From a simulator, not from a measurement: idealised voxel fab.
process module | voxel trench capacitor
cross-section cut | 225 nm wide | cells 5 nm
A cross-section is a grid of square cells, given in bands from the top down. A band is one or more rows of cells.
Each band's line starts with the height of the band's top and of its bottom, in nm. Then come its materials from left to right, each with its width in nm. One material with "throughout" fills the band from edge to edge. "air" is empty space.
Height 0 is the level under which the wafer as received is all one material. The lowest band goes on downwards, as in "0 down".
A width such as "30 to 40" changes by the same amount from each row of cells to the next, from the band's top row to its bottom row.
"no change" after a step means that no cell of the cross-section changed.
closed voids: empty space of 8 cells or more with no open way to the top, each as width x height at its distance from the left edge, in nm
after a step's settings: what the simulator itself notes on the step
overlay nm, on a step with a mask: how far to the right of its planned place the mask lay; to the left if negative
plan
1 op RECEIVE | material Si
2 op CONFORMAL_DEP | material SiN | thk nm 5
3 op DIRECTIONAL_DEP | material aC | thk nm 10
4 op PATTERN | tone open | mask id TRENCH | material resist | width nm 15 | pitch nm 45 | thk nm 25 | overlay nm 0
5 op DIRECTIONAL_ETCH | etch materials aC | depth nm 10
6 op STRIP | etch materials resist
7 op DIRECTIONAL_ETCH | etch materials SiN | depth nm 5
8 op DIRECTIONAL_ETCH | etch materials Si | depth nm 30
9 op STRIP | etch materials aC
10 op CONFORMAL_DEP | material Al2O3 | thk nm 5
11 op FILL_DEP | material polySi | thk nm 10
12 op CMP | height nm 5
first wafer, as planned
as received, after step 1
  0 down: Si throughout
  closed voids: none
after step 2
  5 to 0: SiN throughout
  below 0: unchanged
after step 3
  15 to 5: aC throughout
  below 5: unchanged
after step 4
  40 to 15: resist 80 | air 15 | resist 30 | air 15 | resist 85
  below 15: unchanged
after step 5
  30 to 15: resist 80 | air 15 | resist 30 | air 15 | resist 85
  15 to 5: aC 80 | air 15 | aC 30 | air 15 | aC 85
  below 5: unchanged
after step 6
  15 to 5: aC 80 | air 15 | aC 30 | air 15 | aC 85
  below 5: unchanged
after step 7
  15 to 5: aC 80 | air 15 | aC 30 | air 15 | aC 85
  5 to 0: SiN 80 | air 15 | SiN 30 | air 15 | SiN 85
  below 0: unchanged
after step 8
  15 to 5: aC 80 | air 15 | aC 30 | air 15 | aC 85
  5 to 0: SiN 80 | air 15 | SiN 30 | air 15 | SiN 85
  0 to -30: Si 80 | air 15 | Si 30 | air 15 | Si 85
  below -30: unchanged
after step 9
  5 to 0: SiN 80 | air 15 | SiN 30 | air 15 | SiN 85
  below 0: unchanged
after step 10
  10 to 5: Al2O3 85 | air 5 | Al2O3 40 | air 5 | Al2O3 90
  5 to 0: SiN 80 | Al2O3 5 | air 5 | Al2O3 5 | SiN 30 | Al2O3 5 | air 5 | Al2O3 5 | SiN 85
  0 to -25: Si 80 | Al2O3 5 | air 5 | Al2O3 5 | Si 30 | Al2O3 5 | air 5 | Al2O3 5 | Si 85
  -25 to -30: Si 80 | Al2O3 15 | Si 30 | Al2O3 15 | Si 85
  below -30: unchanged
after step 11
  20 to 10: polySi throughout
  10 to 5: Al2O3 85 | polySi 5 | Al2O3 40 | polySi 5 | Al2O3 90
  5 to 0: SiN 80 | Al2O3 5 | polySi 5 | Al2O3 5 | SiN 30 | Al2O3 5 | polySi 5 | Al2O3 5 | SiN 85
  0 to -25: Si 80 | Al2O3 5 | polySi 5 | Al2O3 5 | Si 30 | Al2O3 5 | polySi 5 | Al2O3 5 | Si 85
  below -25: unchanged
after step 12
  5 to 0: SiN 80 | Al2O3 5 | polySi 5 | Al2O3 5 | SiN 30 | Al2O3 5 | polySi 5 | Al2O3 5 | SiN 85
  below 0: unchanged
second wafer: like start, like plan, one mistake. Through step 7 it matches the first wafer
when step 8 should have ended
  15 to 5: aC 80 | air 15 | aC 30 | air 15 | aC 85
  5 to 0: SiN 80 | air 15 | SiN 30 | air 15 | SiN 85
  0 to -20: Si 80 | air 15 | Si 30 | air 15 | Si 85
  below -20: unchanged
when step 9 should have ended
  5 to 0: SiN 80 | air 15 | SiN 30 | air 15 | SiN 85
  below 0: unchanged
when step 10 should have ended
  10 to 5: Al2O3 85 | air 5 | Al2O3 40 | air 5 | Al2O3 90
  5 to 0: SiN 80 | Al2O3 5 | air 5 | Al2O3 5 | SiN 30 | Al2O3 5 | air 5 | Al2O3 5 | SiN 85
  0 to -15: Si 80 | Al2O3 5 | air 5 | Al2O3 5 | Si 30 | Al2O3 5 | air 5 | Al2O3 5 | Si 85
  -15 to -20: Si 80 | Al2O3 15 | Si 30 | Al2O3 15 | Si 85
  below -20: unchanged
when step 11 should have ended
  20 to 10: polySi throughout
  10 to 5: Al2O3 85 | polySi 5 | Al2O3 40 | polySi 5 | Al2O3 90
  5 to 0: SiN 80 | Al2O3 5 | polySi 5 | Al2O3 5 | SiN 30 | Al2O3 5 | polySi 5 | Al2O3 5 | SiN 85
  0 to -15: Si 80 | Al2O3 5 | polySi 5 | Al2O3 5 | Si 30 | Al2O3 5 | polySi 5 | Al2O3 5 | Si 85
  below -15: unchanged
when step 12 should have ended
  5 to 0: SiN 80 | Al2O3 5 | polySi 5 | Al2O3 5 | SiN 30 | Al2O3 5 | polySi 5 | Al2O3 5 | SiN 85
  below 0: unchanged
what went wrong: step 8 ran as: op DIRECTIONAL_ETCH | etch materials Si | depth nm 20
at the end the second wafer has, in cells: 8 fewer of Al2O3 | 12 more of Si | 4 fewer of polySi
